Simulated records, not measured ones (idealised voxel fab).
process module | voxel self aligned contacts
cross-section cut | 155 nm wide | cells 5 nm
A cross-section is a grid of square cells, given in bands from the top down. A band is one or more rows of cells.
Each band's line starts with the height of the band's top and of its bottom, in nm. Then come its materials from left to right, each with its width in nm. One material with "throughout" fills the band from edge to edge. "air" is empty space.
Height 0 is the level under which the wafer as received is all one material. The lowest band goes on downwards, as in "0 down".
A width such as "30 to 40" changes by the same amount from each row of cells to the next, from the band's top row to its bottom row.
"no change" after a step means that no cell of the cross-section changed.
closed voids: empty space of 8 cells or more with no open way to the top, each as width x height at its distance from the left edge, in nm
after a step's settings: what the simulator itself notes on the step
overlay nm, on a step with a mask: how far to the right of its planned place the mask lay; to the left if negative
plan
1 op RECEIVE | material Si
2 op OXIDIZE | depth nm 5
3 op DIRECTIONAL_DEP | material polySi | thk nm 30
4 op DIRECTIONAL_DEP | material SiN | thk nm 15
5 op PATTERN | tone cover | mask id GATE | material resist | width nm 25 | pitch nm 50 | thk nm 15 | overlay nm 0
6 op DIRECTIONAL_ETCH | etch materials SiN | depth nm 15
7 op DIRECTIONAL_ETCH | etch materials polySi | depth nm 30
8 op STRIP | etch materials resist
9 op CONFORMAL_DEP | material SiN | thk nm 5
10 op DIRECTIONAL_ETCH | etch materials SiN | depth nm 5
11 op FILL_DEP | material SiO2 | thk nm 15
12 op CMP | height nm 50
13 op PATTERN | tone open | mask id CONTACT | material resist | width nm 35 | thk nm 20 | overlay nm 0
14 op DIRECTIONAL_ETCH | etch materials SiO2 | depth nm 55
15 op STRIP | etch materials resist
16 op CONFORMAL_DEP | material TiN | thk nm 5
17 op FILL_DEP | material Ru | thk nm 10
18 op CMP | height nm 50
19 op CONFORMAL_DEP | material SiCN | thk nm 5
as received, after step 1
  0 down: Si throughout
  closed voids: none
first wafer at the end, as planned
  55 to 50: SiCN throughout
  50 to 45: SiO2 60 | TiN 15 | Ru 5 | TiN 15 | SiO2 60
  45 to 30: SiO2 35 | SiN 35 | TiN 5 | Ru 5 | TiN 5 | SiN 35 | SiO2 35
  30 to 0: SiO2 35 | SiN 5 | polySi 25 | SiN 5 | TiN 5 | Ru 5 | TiN 5 | SiN 5 | polySi 25 | SiN 5 | SiO2 35
  0 to -5: SiO2 70 | TiN 15 | SiO2 70
  -5 down: Si throughout
  closed voids: none
second wafer at the end: like start, like plan, one mistake
  55 to 50: SiCN throughout
  50 to 45: SiO2 60 | TiN 25 | Ru 5 | TiN 5 | SiO2 60
  45 to 30: SiO2 45 | SiN 35 | TiN 5 | Ru 5 | TiN 5 | SiN 35 | SiO2 25
  30 to 0: SiO2 45 | SiN 5 | polySi 25 | SiN 5 | TiN 5 | Ru 5 | TiN 5 | SiN 5 | polySi 25 | SiN 5 | SiO2 25
  0 to -5: SiO2 80 | TiN 15 | SiO2 60
  -5 down: Si throughout
  closed voids: none
what went wrong: step 5 ran as: op PATTERN | tone cover | mask id GATE | material resist | width nm 25 | pitch nm 50 | thk nm 15 | overlay nm 10
at the end the second wafer has, in cells: as many of each material as the first, in other places
